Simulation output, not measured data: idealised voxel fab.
voxel gate over fins: a process module
For reference, the cross-section in this document is cut, with width 195 nm and square cells of 5 nm.
Cross-section spec: square-cell grid; bands listed top down; each band is one or more rows.
What a band's entry tells you: where the top is and where the bottom is, as heights in nm, and after that what lies inside, material by material from left to right, each with its width in nm. Empty space is written as the word "empty", and a single material marked with the word "throughout" occupies the band from edge to edge.
Heads up on the height convention: 0 is the point under which the incoming wafer is all one material, and the lowest band has no bottom, it just keeps going down, like "0..down".
Read "30..40" as a graded width: first number on top, second number at the bottom, same change between each pair of neighbouring rows.
"remained the same" means the step left every cell of the cross-section as it was.
Empty spaces without an open route to the top, at least 8 cells in extent, make up the entry "Enclosed void entries"; each is given as width x height at distance, where the distance is measured from the left edge, and all are in nm.
Note: text after step settings on the step line = simulator remark on that step.
overlay nm: mask right of planned place by this much (step with mask). Neg. = left.

The process steps that were planned are listed below:
1 op RECEIVE | material Si
2 op CONFORMAL_DEP | material SiN | thk nm 5
3 op MASKED_ETCH | tone cover | mask id FINS | width nm 15 | pitch nm 55 | etch materials SiN | depth nm 5 | overlay nm 0
4 op MASKED_ETCH | tone cover | mask id FINS | width nm 15 | pitch nm 55 | etch materials Si | depth nm 35 | overlay nm 0
5 op FILL_DEP | material SiO2 | thk nm 15
6 op CMP | height nm 5
7 op DIRECTIONAL_DEP | material aC | thk nm 15
8 op PATTERN | tone open | mask id RAIL | material resist | width nm 15 | thk nm 30 | overlay nm 0
9 op DIRECTIONAL_ETCH | etch materials aC | depth nm 15
10 op STRIP | etch materials resist
11 op DIRECTIONAL_ETCH | etch materials SiO2 | depth nm 35
12 op STRIP | etch materials aC
13 op CONFORMAL_DEP | material TiN | thk nm 5
14 op FILL_DEP | material W | thk nm 5
15 op CMP | height nm 5
16 op SELECTIVE_ETCH | etch materials W Ru TiN | depth nm 20
17 op FILL_DEP | material SiO2 | thk nm 5
18 op CMP | height nm 5
19 op SELECTIVE_ETCH | etch materials SiO2 | depth nm 15
20 op STRIP | etch materials SiN
21 op CONFORMAL_DEP | material HfO2 | thk nm 5
22 op CONFORMAL_DEP | material TiN | thk nm 5
23 op FILL_DEP | material W | thk nm 15
24 op CMP | height nm 20
25 op CONFORMAL_DEP | material SiCN | thk nm 5

Cross-section of the incoming wafer, state after step 1:
- 0..down  Si throughout
- Enclosed void entries: none

Here's the cross-section of the first of our two wafers at the end of the module - it ran as planned:
- 25..20  SiCN throughout
- 20..10  W throughout
- 10..5  W 25 nm, TiN 35 nm, W 20 nm, TiN 35 nm, W 20 nm, TiN 35 nm, W 25 nm
- 5..0  W 25 nm, TiN 5 nm, HfO2 25 nm, TiN 5 nm, W 20 nm, TiN 5 nm, HfO2 25 nm, TiN 5 nm, W 20 nm, TiN 5 nm, HfO2 25 nm, TiN 5 nm, W 25 nm
- 0..-5  TiN 30 nm, HfO2 5 nm, Si 15 nm, HfO2 5 nm, TiN 30 nm, HfO2 5 nm, Si 15 nm, HfO2 5 nm, TiN 30 nm, HfO2 5 nm, Si 15 nm, HfO2 5 nm, TiN 30 nm
- -5..-10  HfO2 35 nm, Si 15 nm, HfO2 40 nm, Si 15 nm, HfO2 40 nm, Si 15 nm, HfO2 35 nm
- -10..-15  SiO2 35 nm, Si 15 nm, SiO2 40 nm, Si 15 nm, SiO2 40 nm, Si 15 nm, SiO2 35 nm
- -15..-25  SiO2 35 nm, Si 15 nm, SiO2 10 nm, TiN 5 nm, W 5 nm, TiN 5 nm, SiO2 15 nm, Si 15 nm, SiO2 40 nm, Si 15 nm, SiO2 35 nm
- -25..-30  SiO2 35 nm, Si 15 nm, SiO2 10 nm, TiN 15 nm, SiO2 15 nm, Si 15 nm, SiO2 40 nm, Si 15 nm, SiO2 35 nm
- -30..-35  SiO2 35 nm, Si 15 nm, SiO2 40 nm, Si 15 nm, SiO2 40 nm, Si 15 nm, SiO2 35 nm
- -35..down  Si throughout
- Enclosed void entries: none

Presented here is a cross-section of the second of the two wafers as it stood at the end of the module. It was started in the same manner and assigned the same plan as the first wafer; however, one mistake was made in its execution:
- 25..20  SiCN throughout
- 20..10  W throughout
- 10..5  W 25 nm, TiN 35 nm, W 20 nm, TiN 35 nm, W 20 nm, TiN 35 nm, W 25 nm
- 5..0  W 25 nm, TiN 5 nm, HfO2 25 nm, TiN 5 nm, W 20 nm, TiN 5 nm, HfO2 25 nm, TiN 5 nm, W 20 nm, TiN 5 nm, HfO2 25 nm, TiN 5 nm, W 25 nm
- 0..-5  TiN 30 nm, HfO2 5 nm, Si 15 nm, HfO2 5 nm, TiN 30 nm, HfO2 5 nm, Si 15 nm, HfO2 5 nm, TiN 30 nm, HfO2 5 nm, Si 15 nm, HfO2 5 nm, TiN 30 nm
- -5..-10  HfO2 35 nm, Si 15 nm, HfO2 40 nm, Si 15 nm, HfO2 40 nm, Si 15 nm, HfO2 35 nm
- -10..-15  SiO2 35 nm, Si 15 nm, SiO2 40 nm, Si 15 nm, SiO2 40 nm, Si 15 nm, SiO2 35 nm
- -15..-25  SiO2 35 nm, Si 15 nm, SiO2 15 nm, W 5 nm, SiO2 20 nm, Si 15 nm, SiO2 40 nm, Si 15 nm, SiO2 35 nm
- -25..-35  SiO2 35 nm, Si 15 nm, SiO2 40 nm, Si 15 nm, SiO2 40 nm, Si 15 nm, SiO2 35 nm
- -35..down  Si throughout
- Enclosed void entries: none
Against the plan, the run slipped here: step 13 went in with a setting other than planned; the actual run was op CONFORMAL_DEP | material SiO2 | thk nm 5
Upon completion, the second wafer contains, in terms of cells, a greater or smaller amount of certain materials than the first wafer: 7 more of SiO2 | 7 fewer of TiN
